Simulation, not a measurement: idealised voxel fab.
process module | voxel self aligned vias
cross-section cut | 230 nm wide | cells 5 nm
A cross-section is a grid of square cells, given in bands from the top down. A band is one or more rows of cells.
Each band's line starts with the height of the band's top and of its bottom, in nm. Then come its materials from left to right, each with its width in nm. One material with "throughout" fills the band from edge to edge. "air" is empty space.
Height 0 is the level under which the wafer as received is all one material. The lowest band goes on downwards, as in "0 down".
A width such as "30 to 40" changes by the same amount from each row of cells to the next, from the band's top row to its bottom row.
"no change" after a step means that no cell of the cross-section changed.
closed voids: empty space of 8 cells or more with no open way to the top, each as width x height at its distance from the left edge, in nm
after a step's settings: what the simulator itself notes on the step
overlay nm, on a step with a mask: how far to the right of its planned place the mask lay; to the left if negative
plan
1 op RECEIVE | material Si
2 op CONFORMAL_DEP | material SiO2 | thk nm 10
3 op CONFORMAL_DEP | material SiCN | thk nm 5
4 op DIRECTIONAL_DEP | material SiO2 | thk nm 30
5 op DIRECTIONAL_DEP | material aC | thk nm 10
6 op PATTERN | tone open | mask id LINES | material resist | width nm 20 | pitch nm 55 | thk nm 30 | overlay nm 0
7 op DIRECTIONAL_ETCH | etch materials aC | depth nm 10
8 op STRIP | etch materials resist
9 op DIRECTIONAL_ETCH | etch materials SiO2 | depth nm 30
10 op STRIP | etch materials aC
11 op CONFORMAL_DEP | material TiN | thk nm 5
12 op FILL_DEP | material Ru | thk nm 5
13 op CMP | height nm 45
14 op SELECTIVE_ETCH | etch materials W Ru TiN | depth nm 10
15 op FILL_DEP | material SiN | thk nm 10
16 op CMP | height nm 45
17 op DIRECTIONAL_DEP | material SiO2 | thk nm 20
18 op PATTERN | tone open | mask id VIAS | material resist | width nm 40 | pitch nm 110 | thk nm 20 | overlay nm 0
19 op DIRECTIONAL_ETCH | etch materials SiO2 | depth nm 20
20 op DIRECTIONAL_ETCH | etch materials SiN | depth nm 10
21 op STRIP | etch materials resist
22 op CONFORMAL_DEP | material TiN | thk nm 5
23 op FILL_DEP | material Cu | thk nm 10
24 op CMP | height nm 65
25 op CONFORMAL_DEP | material SiN | thk nm 5
as received, after step 1
  0 down: Si throughout
  closed voids: none
a wafer at the end: this start, this plan, one mistake
  70 to 65: SiN throughout
  65 to 50: SiO2 45 | TiN 5 | Cu 25 | TiN 5 | SiO2 75 | TiN 5 | Cu 25 | TiN 5 | SiO2 40
  50 to 45: SiO2 45 | TiN 10 | Cu 10 | TiN 15 | SiO2 75 | TiN 10 | Cu 10 | TiN 15 | SiO2 40
  45 to 40: SiO2 50 | TiN 5 | Cu 10 | TiN 5 | SiO2 35 | SiN 20 | SiO2 35 | TiN 5 | Cu 10 | TiN 5 | SiO2 50
  40 to 35: SiO2 50 | TiN 20 | SiO2 35 | SiN 20 | SiO2 35 | TiN 20 | SiO2 50
  35 to 20: SiO2 50 | TiN 5 | Ru 10 | TiN 5 | SiO2 35 | TiN 5 | Ru 10 | TiN 5 | SiO2 35 | TiN 5 | Ru 10 | TiN 5 | SiO2 50
  20 to 15: SiO2 50 | TiN 20 | SiO2 35 | TiN 20 | SiO2 35 | TiN 20 | SiO2 50
  15 to 10: SiCN throughout
  10 to 0: SiO2 throughout
  0 down: Si throughout
  closed voids: none
what went wrong: step 18 ran as: op PATTERN | tone open | mask id VIAS | material resist | width nm 35 | pitch nm 110 | thk nm 20 | overlay nm 0
